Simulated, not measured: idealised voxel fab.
process module | voxel spacer lines
cross-section cut | 240 nm wide | cells 5 nm
A cross-section is a grid of square cells, given in bands from the top down. A band is one or more rows of cells.
Each band's line starts with the height of the band's top and of its bottom, in nm. Then come its materials from left to right, each with its width in nm. One material with "throughout" fills the band from edge to edge. "air" is empty space.
Height 0 is the level under which the wafer as received is all one material. The lowest band goes on downwards, as in "0 down".
A width such as "30 to 40" changes by the same amount from each row of cells to the next, from the band's top row to its bottom row.
"no change" after a step means that no cell of the cross-section changed.
closed voids: empty space of 8 cells or more with no open way to the top, each as width x height at its distance from the left edge, in nm
after a step's settings: what the simulator itself notes on the step
overlay nm, on a step with a mask: how far to the right of its planned place the mask lay; to the left if negative
Each pair below shows a cross-section before one step and the cross-section after it, down to the lowest band that changed. The line under each pair gives the step between them, with its settings. The pairs can come from different runs of this module on the same starting wafer, so a pair continues from the pair above only where its "before" says so.
before
  0 down: Si throughout
  closed voids: none
after
  10 to 0: Al2O3 throughout
  below 0: unchanged
  closed voids: none
the step between: op CONFORMAL_DEP | material Al2O3 | thk nm 10
before: the cross-section after the pair above
after
  30 to 10: polySi throughout
  below 10: unchanged
  closed voids: none
the step between: op DIRECTIONAL_DEP | material polySi | thk nm 20
before: the cross-section after the pair above
after
  60 to 30: aC throughout
  below 30: unchanged
  closed voids: none
the step between: op DIRECTIONAL_DEP | material aC | thk nm 30
before: the cross-section after the pair above
after
  100 to 60: air 50 | resist 20 | air 40 | resist 20 | air 40 | resist 20 | air 50
  below 60: unchanged
  closed voids: none
the step between: op PATTERN | tone cover | mask id MANDREL | material resist | width nm 20 | pitch nm 60 | thk nm 40 | overlay nm 0
before: the cross-section after the pair above
after
  70 to 60: air 50 | resist 20 | air 40 | resist 20 | air 40 | resist 20 | air 50
  60 to 30: air 50 | aC 20 | air 40 | aC 20 | air 40 | aC 20 | air 50
  below 30: unchanged
  closed voids: none
the step between: op DIRECTIONAL_ETCH | etch materials aC | depth nm 30
before: the cross-section after the pair above
after
  60 to 30: air 50 | aC 20 | air 40 | aC 20 | air 40 | aC 20 | air 50
  below 30: unchanged
  closed voids: none
the step between: op STRIP | etch materials resist
before: the cross-section after the pair above
after
  70 to 60: air 40 | SiO2 40 | air 20 | SiO2 40 | air 20 | SiO2 40 | air 40
  60 to 40: air 40 | SiO2 10 | aC 20 | SiO2 10 | air 20 | SiO2 10 | aC 20 | SiO2 10 | air 20 | SiO2 10 | aC 20 | SiO2 10 | air 40
  40 to 30: SiO2 50 | aC 20 | SiO2 40 | aC 20 | SiO2 40 | aC 20 | SiO2 50
  below 30: unchanged
  closed voids: none
the step between: op CONFORMAL_DEP | material SiO2 | thk nm 10
before: the cross-section after the pair above
after
  60 to 30: air 40 | SiO2 10 | aC 20 | SiO2 10 | air 20 | SiO2 10 | aC 20 | SiO2 10 | air 20 | SiO2 10 | aC 20 | SiO2 10 | air 40
  below 30: unchanged
  closed voids: none
the step between: op DIRECTIONAL_ETCH | etch materials SiO2 | depth nm 10
before: the cross-section after the pair above
after
  60 to 30: air 40 | SiO2 10 | air 20 | SiO2 10 | air 20 | SiO2 10 | air 20 | SiO2 10 | air 20 | SiO2 10 | air 20 | SiO2 10 | air 40
  below 30: unchanged
  closed voids: none
the step between: op STRIP | etch materials aC
before: the cross-section after the pair above
after
  60 to 30: air 40 | SiO2 10 | air 20 | SiO2 10 | air 20 | SiO2 10 | air 20 | SiO2 10 | air 20 | SiO2 10 | air 20 | SiO2 10 | air 40
  30 to 10: air 40 | polySi 10 | air 20 | polySi 10 | air 20 | polySi 10 | air 20 | polySi 10 | air 20 | polySi 10 | air 20 | polySi 10 | air 40
  below 10: unchanged
  closed voids: none
the step between: op DIRECTIONAL_ETCH | etch materials polySi | depth nm 20
before: the cross-section after the pair above
after
  30 to 10: air 40 | polySi 10 | air 20 | polySi 10 | air 20 | polySi 10 | air 20 | polySi 10 | air 20 | polySi 10 | air 20 | polySi 10 | air 40
  below 10: unchanged
  closed voids: none
the step between: op STRIP | etch materials SiO2
before
  0 down: Si throughout
  closed voids: none
after
  20 to 0: polySi throughout
  below 0: unchanged
  closed voids: none
the step between: op DIRECTIONAL_DEP | material polySi | thk nm 20
before: the cross-section after the pair above
after
  50 to 20: aC throughout
  below 20: unchanged
  closed voids: none
the step between: op DIRECTIONAL_DEP | material aC | thk nm 30
before: the cross-section after the pair above
after
  90 to 50: air 50 | resist 20 | air 40 | resist 20 | air 40 | resist 20 | air 50
  below 50: unchanged
  closed voids: none
the step between: op PATTERN | tone cover | mask id MANDREL | material resist | width nm 20 | pitch nm 60 | thk nm 40 | overlay nm 0
before: the cross-section after the pair above
after
  60 to 50: air 50 | resist 20 | air 40 | resist 20 | air 40 | resist 20 | air 50
  50 to 20: air 50 | aC 20 | air 40 | aC 20 | air 40 | aC 20 | air 50
  below 20: unchanged
  closed voids: none
the step between: op DIRECTIONAL_ETCH | etch materials aC | depth nm 30
before: the cross-section after the pair above
after
  50 to 20: air 50 | aC 20 | air 40 | aC 20 | air 40 | aC 20 | air 50
  below 20: unchanged
  closed voids: none
the step between: op STRIP | etch materials resist
before: the cross-section after the pair above
after
  60 to 50: air 40 | SiO2 40 | air 20 | SiO2 40 | air 20 | SiO2 40 | air 40
  50 to 30: air 40 | SiO2 10 | aC 20 | SiO2 10 | air 20 | SiO2 10 | aC 20 | SiO2 10 | air 20 | SiO2 10 | aC 20 | SiO2 10 | air 40
  30 to 20: SiO2 50 | aC 20 | SiO2 40 | aC 20 | SiO2 40 | aC 20 | SiO2 50
  below 20: unchanged
  closed voids: none
the step between: op CONFORMAL_DEP | material SiO2 | thk nm 10
before: the cross-section after the pair above
after
  50 to 20: air 40 | SiO2 10 | aC 20 | SiO2 10 | air 20 | SiO2 10 | aC 20 | SiO2 10 | air 20 | SiO2 10 | aC 20 | SiO2 10 | air 40
  below 20: unchanged
  closed voids: none
the step between: op DIRECTIONAL_ETCH | etch materials SiO2 | depth nm 10
before: the cross-section after the pair above
after
  50 to 20: air 40 | SiO2 10 | air 20 | SiO2 10 | air 20 | SiO2 10 | air 20 | SiO2 10 | air 20 | SiO2 10 | air 20 | SiO2 10 | air 40
  below 20: unchanged
  closed voids: none
the step between: op STRIP | etch materials aC
before: the cross-section after the pair above
after
  50 to 20: air 40 | SiO2 10 | air 20 | SiO2 10 | air 20 | SiO2 10 | air 20 | SiO2 10 | air 20 | SiO2 10 | air 20 | SiO2 10 | air 40
  20 to 0: air 40 | polySi 10 | air 20 | polySi 10 | air 20 | polySi 10 | air 20 | polySi 10 | air 20 | polySi 10 | air 20 | polySi 10 | air 40
  below 0: unchanged
  closed voids: none
the step between: op DIRECTIONAL_ETCH | etch materials polySi | depth nm 20
before: the cross-section after the pair above
after
  20 to 0: air 40 | polySi 10 | air 20 | polySi 10 | air 20 | polySi 10 | air 20 | polySi 10 | air 20 | polySi 10 | air 20 | polySi 10 | air 40
  below 0: unchanged
  closed voids: none
the step between: op STRIP | etch materials SiO2
before
  30 to 10: polySi throughout
  10 to 0: Al2O3 throughout
  0 down: Si throughout
  closed voids: none
after
  50 to 10: polySi throughout
  below 10: unchanged
  closed voids: none
the step between: op DIRECTIONAL_DEP | material polySi | thk nm 20
before: the cross-section after the pair above
after
  80 to 50: aC throughout
  below 50: unchanged
  closed voids: none
the step between: op DIRECTIONAL_DEP | material aC | thk nm 30
before: the cross-section after the pair above
after
  120 to 80: air 50 | resist 20 | air 40 | resist 20 | air 40 | resist 20 | air 50
  below 80: unchanged
  closed voids: none
the step between: op PATTERN | tone cover | mask id MANDREL | material resist | width nm 20 | pitch nm 60 | thk nm 40 | overlay nm 0
before: the cross-section after the pair above
after
  90 to 80: air 50 | resist 20 | air 40 | resist 20 | air 40 | resist 20 | air 50
  80 to 50: air 50 | aC 20 | air 40 | aC 20 | air 40 | aC 20 | air 50
  below 50: unchanged
  closed voids: none
the step between: op DIRECTIONAL_ETCH | etch materials aC | depth nm 30
before: the cross-section after the pair above
after
  80 to 50: air 50 | aC 20 | air 40 | aC 20 | air 40 | aC 20 | air 50
  below 50: unchanged
  closed voids: none
the step between: op STRIP | etch materials resist
before: the cross-section after the pair above
after
  90 to 80: air 40 | SiO2 40 | air 20 | SiO2 40 | air 20 | SiO2 40 | air 40
  80 to 60: air 40 | SiO2 10 | aC 20 | SiO2 10 | air 20 | SiO2 10 | aC 20 | SiO2 10 | air 20 | SiO2 10 | aC 20 | SiO2 10 | air 40
  60 to 50: SiO2 50 | aC 20 | SiO2 40 | aC 20 | SiO2 40 | aC 20 | SiO2 50
  below 50: unchanged
  closed voids: none
the step between: op CONFORMAL_DEP | material SiO2 | thk nm 10
before: the cross-section after the pair above
after
  80 to 50: air 40 | SiO2 10 | aC 20 | SiO2 10 | air 20 | SiO2 10 | aC 20 | SiO2 10 | air 20 | SiO2 10 | aC 20 | SiO2 10 | air 40
  below 50: unchanged
  closed voids: none
the step between: op DIRECTIONAL_ETCH | etch materials SiO2 | depth nm 10
before: the cross-section after the pair above
after
  80 to 50: air 40 | SiO2 10 | air 20 | SiO2 10 | air 20 | SiO2 10 | air 20 | SiO2 10 | air 20 | SiO2 10 | air 20 | SiO2 10 | air 40
  below 50: unchanged
  closed voids: none
the step between: op STRIP | etch materials aC
before: the cross-section after the pair above
after
  80 to 50: air 40 | SiO2 10 | air 20 | SiO2 10 | air 20 | SiO2 10 | air 20 | SiO2 10 | air 20 | SiO2 10 | air 20 | SiO2 10 | air 40
  50 to 30: air 40 | polySi 10 | air 20 | polySi 10 | air 20 | polySi 10 | air 20 | polySi 10 | air 20 | polySi 10 | air 20 | polySi 10 | air 40
  below 30: unchanged
  closed voids: none
the step between: op DIRECTIONAL_ETCH | etch materials polySi | depth nm 20
before: the cross-section after the pair above
after
  50 to 30: air 40 | polySi 10 | air 20 | polySi 10 | air 20 | polySi 10 | air 20 | polySi 10 | air 20 | polySi 10 | air 20 | polySi 10 | air 40
  below 30: unchanged
  closed voids: none
the step between: op STRIP | etch materials SiO2
before
  60 to 30: air 40 | SiO2 10 | aC 20 | SiO2 10 | air 20 | SiO2 10 | aC 20 | SiO2 10 | air 20 | SiO2 10 | aC 20 | SiO2 10 | air 40
  30 to 10: polySi throughout
  10 to 0: Al2O3 throughout
  0 down: Si throughout
  closed voids: none
after
  60 to 30: air 40 | SiO2 10 | aC 20 | SiO2 10 | air 20 | SiO2 10 | aC 20 | SiO2 10 | air 20 | SiO2 10 | aC 20 | SiO2 10 | air 40
  30 to 10: air 40 | polySi 40 | air 20 | polySi 40 | air 20 | polySi 40 | air 40
  below 10: unchanged
  closed voids: none
the step between: op DIRECTIONAL_ETCH | etch materials polySi | depth nm 20
before: the cross-section after the pair above
after
  60 to 30: air 40 | SiO2 10 | air 20 | SiO2 10 | air 20 | SiO2 10 | air 20 | SiO2 10 | air 20 | SiO2 10 | air 20 | SiO2 10 | air 40
  below 30: unchanged
  closed voids: none
the step between: op STRIP | etch materials aC
before: the cross-section after the pair above
after
  30 to 10: air 40 | polySi 40 | air 20 | polySi 40 | air 20 | polySi 40 | air 40
  below 10: unchanged
  closed voids: none
the step between: op STRIP | etch materials SiO2
before
  0 down: Si throughout
  closed voids: none
after
  15 to 0: Al2O3 throughout
  below 0: unchanged
  closed voids: none
the step between: op CONFORMAL_DEP | material Al2O3 | thk nm 15
before: the cross-section after the pair above
after
  35 to 15: polySi throughout
  below 15: unchanged
  closed voids: none
the step between: op DIRECTIONAL_DEP | material polySi | thk nm 20
before: the cross-section after the pair above
after
  65 to 35: aC throughout
  below 35: unchanged
  closed voids: none
the step between: op DIRECTIONAL_DEP | material aC | thk nm 30
before: the cross-section after the pair above
after
  105 to 65: air 50 | resist 20 | air 40 | resist 20 | air 40 | resist 20 | air 50
  below 65: unchanged
  closed voids: none
the step between: op PATTERN | tone cover | mask id MANDREL | material resist | width nm 20 | pitch nm 60 | thk nm 40 | overlay nm 0
before: the cross-section after the pair above
after
  75 to 65: air 50 | resist 20 | air 40 | resist 20 | air 40 | resist 20 | air 50
  65 to 35: air 50 | aC 20 | air 40 | aC 20 | air 40 | aC 20 | air 50
  below 35: unchanged
  closed voids: none
the step between: op DIRECTIONAL_ETCH | etch materials aC | depth nm 30
before: the cross-section after the pair above
after
  65 to 35: air 50 | aC 20 | air 40 | aC 20 | air 40 | aC 20 | air 50
  below 35: unchanged
  closed voids: none
the step between: op STRIP | etch materials resist
before: the cross-section after the pair above
after
  75 to 65: air 40 | SiO2 40 | air 20 | SiO2 40 | air 20 | SiO2 40 | air 40
  65 to 45: air 40 | SiO2 10 | aC 20 | SiO2 10 | air 20 | SiO2 10 | aC 20 | SiO2 10 | air 20 | SiO2 10 | aC 20 | SiO2 10 | air 40
  45 to 35: SiO2 50 | aC 20 | SiO2 40 | aC 20 | SiO2 40 | aC 20 | SiO2 50
  below 35: unchanged
  closed voids: none
the step between: op CONFORMAL_DEP | material SiO2 | thk nm 10
before: the cross-section after the pair above
after
  65 to 35: air 40 | SiO2 10 | aC 20 | SiO2 10 | air 20 | SiO2 10 | aC 20 | SiO2 10 | air 20 | SiO2 10 | aC 20 | SiO2 10 | air 40
  below 35: unchanged
  closed voids: none
the step between: op DIRECTIONAL_ETCH | etch materials SiO2 | depth nm 10
before: the cross-section after the pair above
after
  65 to 35: air 40 | SiO2 10 | air 20 | SiO2 10 | air 20 | SiO2 10 | air 20 | SiO2 10 | air 20 | SiO2 10 | air 20 | SiO2 10 | air 40
  below 35: unchanged
  closed voids: none
the step between: op STRIP | etch materials aC
before: the cross-section after the pair above
after
  65 to 35: air 40 | SiO2 10 | air 20 | SiO2 10 | air 20 | SiO2 10 | air 20 | SiO2 10 | air 20 | SiO2 10 | air 20 | SiO2 10 | air 40
  35 to 15: air 40 | polySi 10 | air 20 | polySi 10 | air 20 | polySi 10 | air 20 | polySi 10 | air 20 | polySi 10 | air 20 | polySi 10 | air 40
  below 15: unchanged
  closed voids: none
the step between: op DIRECTIONAL_ETCH | etch materials polySi | depth nm 20
before: the cross-section after the pair above
after
  35 to 15: air 40 | polySi 10 | air 20 | polySi 10 | air 20 | polySi 10 | air 20 | polySi 10 | air 20 | polySi 10 | air 20 | polySi 10 | air 40
  below 15: unchanged
  closed voids: none
the step between: op STRIP | etch materials SiO2
before
  60 to 30: aC throughout
  30 to 10: polySi throughout
  10 to 0: Al2O3 throughout
  0 down: Si throughout
  closed voids: none
after
  100 to 60: air 45 | resist 30 | air 30 | resist 30 | air 30 | resist 30 | air 45
  below 60: unchanged
  closed voids: none
the step between: op PATTERN | tone cover | mask id MANDREL | material resist | width nm 30 | pitch nm 60 | thk nm 40 | overlay nm 0
before: the cross-section after the pair above
after
  70 to 60: air 45 | resist 30 | air 30 | resist 30 | air 30 | resist 30 | air 45
  60 to 30: air 45 | aC 30 | air 30 | aC 30 | air 30 | aC 30 | air 45
  below 30: unchanged
  closed voids: none
the step between: op DIRECTIONAL_ETCH | etch materials aC | depth nm 30
before: the cross-section after the pair above
after
  60 to 30: air 45 | aC 30 | air 30 | aC 30 | air 30 | aC 30 | air 45
  below 30: unchanged
  closed voids: none
the step between: op STRIP | etch materials resist
before: the cross-section after the pair above
after
  70 to 60: air 35 | SiO2 50 | air 10 | SiO2 50 | air 10 | SiO2 50 | air 35
  60 to 40: air 35 | SiO2 10 | aC 30 | SiO2 10 | air 10 | SiO2 10 | aC 30 | SiO2 10 | air 10 | SiO2 10 | aC 30 | SiO2 10 | air 35
  40 to 30: SiO2 45 | aC 30 | SiO2 30 | aC 30 | SiO2 30 | aC 30 | SiO2 45
  below 30: unchanged
  closed voids: none
the step between: op CONFORMAL_DEP | material SiO2 | thk nm 10
before: the cross-section after the pair above
after
  60 to 30: air 35 | SiO2 10 | aC 30 | SiO2 10 | air 10 | SiO2 10 | aC 30 | SiO2 10 | air 10 | SiO2 10 | aC 30 | SiO2 10 | air 35
  below 30: unchanged
  closed voids: none
the step between: op DIRECTIONAL_ETCH | etch materials SiO2 | depth nm 10
before: the cross-section after the pair above
after
  60 to 30: air 35 | SiO2 10 | air 30 | SiO2 10 | air 10 | SiO2 10 | air 30 | SiO2 10 | air 10 | SiO2 10 | air 30 | SiO2 10 | air 35
  below 30: unchanged
  closed voids: none
the step between: op STRIP | etch materials aC
before: the cross-section after the pair above
after
  60 to 30: air 35 | SiO2 10 | air 30 | SiO2 10 | air 10 | SiO2 10 | air 30 | SiO2 10 | air 10 | SiO2 10 | air 30 | SiO2 10 | air 35
  30 to 10: air 35 | polySi 10 | air 30 | polySi 10 | air 10 | polySi 10 | air 30 | polySi 10 | air 10 | polySi 10 | air 30 | polySi 10 | air 35
  below 10: unchanged
  closed voids: none
the step between: op DIRECTIONAL_ETCH | etch materials polySi | depth nm 20
before: the cross-section after the pair above
after
  30 to 10: air 35 | polySi 10 | air 30 | polySi 10 | air 10 | polySi 10 | air 30 | polySi 10 | air 10 | polySi 10 | air 30 | polySi 10 | air 35
  below 10: unchanged
  closed voids: none
the step between: op STRIP | etch materials SiO2
before
  60 to 30: aC throughout
  30 to 10: polySi throughout
  10 to 0: Al2O3 throughout
  0 down: Si throughout
  closed voids: none
after
  100 to 60: air 60 | resist 20 | air 40 | resist 20 | air 40 | resist 20 | air 40
  below 60: unchanged
  closed voids: none
the step between: op PATTERN | tone cover | mask id MANDREL | material resist | width nm 20 | pitch nm 60 | thk nm 40 | overlay nm 10
before: the cross-section after the pair above
after
  70 to 60: air 60 | resist 20 | air 40 | resist 20 | air 40 | resist 20 | air 40
  60 to 30: air 60 | aC 20 | air 40 | aC 20 | air 40 | aC 20 | air 40
  below 30: unchanged
  closed voids: none
the step between: op DIRECTIONAL_ETCH | etch materials aC | depth nm 30
before: the cross-section after the pair above
after
  60 to 30: air 60 | aC 20 | air 40 | aC 20 | air 40 | aC 20 | air 40
  below 30: unchanged
  closed voids: none
the step between: op STRIP | etch materials resist
before: the cross-section after the pair above
after
  70 to 60: air 50 | SiO2 40 | air 20 | SiO2 40 | air 20 | SiO2 40 | air 30
  60 to 40: air 50 | SiO2 10 | aC 20 | SiO2 10 | air 20 | SiO2 10 | aC 20 | SiO2 10 | air 20 | SiO2 10 | aC 20 | SiO2 10 | air 30
  40 to 30: SiO2 60 | aC 20 | SiO2 40 | aC 20 | SiO2 40 | aC 20 | SiO2 40
  below 30: unchanged
  closed voids: none
the step between: op CONFORMAL_DEP | material SiO2 | thk nm 10
before: the cross-section after the pair above
after
  60 to 30: air 50 | SiO2 10 | aC 20 | SiO2 10 | air 20 | SiO2 10 | aC 20 | SiO2 10 | air 20 | SiO2 10 | aC 20 | SiO2 10 | air 30
  below 30: unchanged
  closed voids: none
the step between: op DIRECTIONAL_ETCH | etch materials SiO2 | depth nm 10
before: the cross-section after the pair above
after
  60 to 30: air 50 | SiO2 10 | air 20 | SiO2 10 | air 20 | SiO2 10 | air 20 | SiO2 10 | air 20 | SiO2 10 | air 20 | SiO2 10 | air 30
  below 30: unchanged
  closed voids: none
the step between: op STRIP | etch materials aC
before: the cross-section after the pair above
after
  60 to 30: air 50 | SiO2 10 | air 20 | SiO2 10 | air 20 | SiO2 10 | air 20 | SiO2 10 | air 20 | SiO2 10 | air 20 | SiO2 10 | air 30
  30 to 10: air 50 | polySi 10 | air 20 | polySi 10 | air 20 | polySi 10 | air 20 | polySi 10 | air 20 | polySi 10 | air 20 | polySi 10 | air 30
  below 10: unchanged
  closed voids: none
the step between: op DIRECTIONAL_ETCH | etch materials polySi | depth nm 20
before: the cross-section after the pair above
after
  30 to 10: air 50 | polySi 10 | air 20 | polySi 10 | air 20 | polySi 10 | air 20 | polySi 10 | air 20 | polySi 10 | air 20 | polySi 10 | air 30
  below 10: unchanged
  closed voids: none
the step between: op STRIP | etch materials SiO2
before
  30 to 10: polySi throughout
  10 to 0: Al2O3 throughout
  0 down: Si throughout
  closed voids: none
after
  60 to 10: polySi throughout
  below 10: unchanged
  closed voids: none
the step between: op DIRECTIONAL_DEP | material polySi | thk nm 30
before: the cross-section after the pair above
after
  100 to 60: air 50 | resist 20 | air 40 | resist 20 | air 40 | resist 20 | air 50
  below 60: unchanged
  closed voids: none
the step between: op PATTERN | tone cover | mask id MANDREL | material resist | width nm 20 | pitch nm 60 | thk nm 40 | overlay nm 0
before: the cross-section after the pair above
after
  70 to 60: air 50 | resist 20 | air 40 | resist 20 | air 40 | resist 20 | air 50
  below 60: unchanged
  closed voids: none
the step between: op DIRECTIONAL_ETCH | etch materials aC | depth nm 30
before: the cross-section after the pair above
after
  60 to 10: polySi throughout
  below 10: unchanged
  closed voids: none
the step between: op STRIP | etch materials resist
before: the cross-section after the pair above
after
  70 to 60: SiO2 throughout
  below 60: unchanged
  closed voids: none
the step between: op CONFORMAL_DEP | material SiO2 | thk nm 10
before: the cross-section after the pair above
after
  60 to 10: polySi throughout
  below 10: unchanged
  closed voids: none
the step between: op DIRECTIONAL_ETCH | etch materials SiO2 | depth nm 10
before: the cross-section after the pair above
after
  40 to 10: polySi throughout
  below 10: unchanged
  closed voids: none
the step between: op DIRECTIONAL_ETCH | etch materials polySi | depth nm 20
before
  60 to 30: aC throughout
  30 to 10: polySi throughout
  10 to 0: Al2O3 throughout
  0 down: Si throughout
  closed voids: none
after
  100 to 60: resist 50 | air 20 | resist 40 | air 20 | resist 40 | air 20 | resist 50
  below 60: unchanged
  closed voids: none
the step between: op PATTERN | tone open | mask id MANDREL | material resist | width nm 20 | pitch nm 60 | thk nm 40 | overlay nm 0
before: the cross-section after the pair above
after
  70 to 60: resist 50 | air 20 | resist 40 | air 20 | resist 40 | air 20 | resist 50
  60 to 30: aC 50 | air 20 | aC 40 | air 20 | aC 40 | air 20 | aC 50
  below 30: unchanged
  closed voids: none
the step between: op DIRECTIONAL_ETCH | etch materials aC | depth nm 30
before: the cross-section after the pair above
after
  60 to 30: aC 50 | air 20 | aC 40 | air 20 | aC 40 | air 20 | aC 50
  below 30: unchanged
  closed voids: none
the step between: op STRIP | etch materials resist
before: the cross-section after the pair above
after
  70 to 60: SiO2 throughout
  60 to 30: aC 50 | SiO2 20 | aC 40 | SiO2 20 | aC 40 | SiO2 20 | aC 50
  below 30: unchanged
  closed voids: none
the step between: op CONFORMAL_DEP | material SiO2 | thk nm 10
before: the cross-section after the pair above
after
  60 to 30: aC 50 | SiO2 20 | aC 40 | SiO2 20 | aC 40 | SiO2 20 | aC 50
  below 30: unchanged
  closed voids: none
the step between: op DIRECTIONAL_ETCH | etch materials SiO2 | depth nm 10
before: the cross-section after the pair above
after
  60 to 30: air 50 | SiO2 20 | air 40 | SiO2 20 | air 40 | SiO2 20 | air 50
  below 30: unchanged
  closed voids: none
the step between: op STRIP | etch materials aC
before: the cross-section after the pair above
after
  60 to 30: air 50 | SiO2 20 | air 40 | SiO2 20 | air 40 | SiO2 20 | air 50
  30 to 10: air 50 | polySi 20 | air 40 | polySi 20 | air 40 | polySi 20 | air 50
  below 10: unchanged
  closed voids: none
the step between: op DIRECTIONAL_ETCH | etch materials polySi | depth nm 20
before: the cross-section after the pair above
after
  30 to 10: air 50 | polySi 20 | air 40 | polySi 20 | air 40 | polySi 20 | air 50
  below 10: unchanged
  closed voids: none
the step between: op STRIP | etch materials SiO2
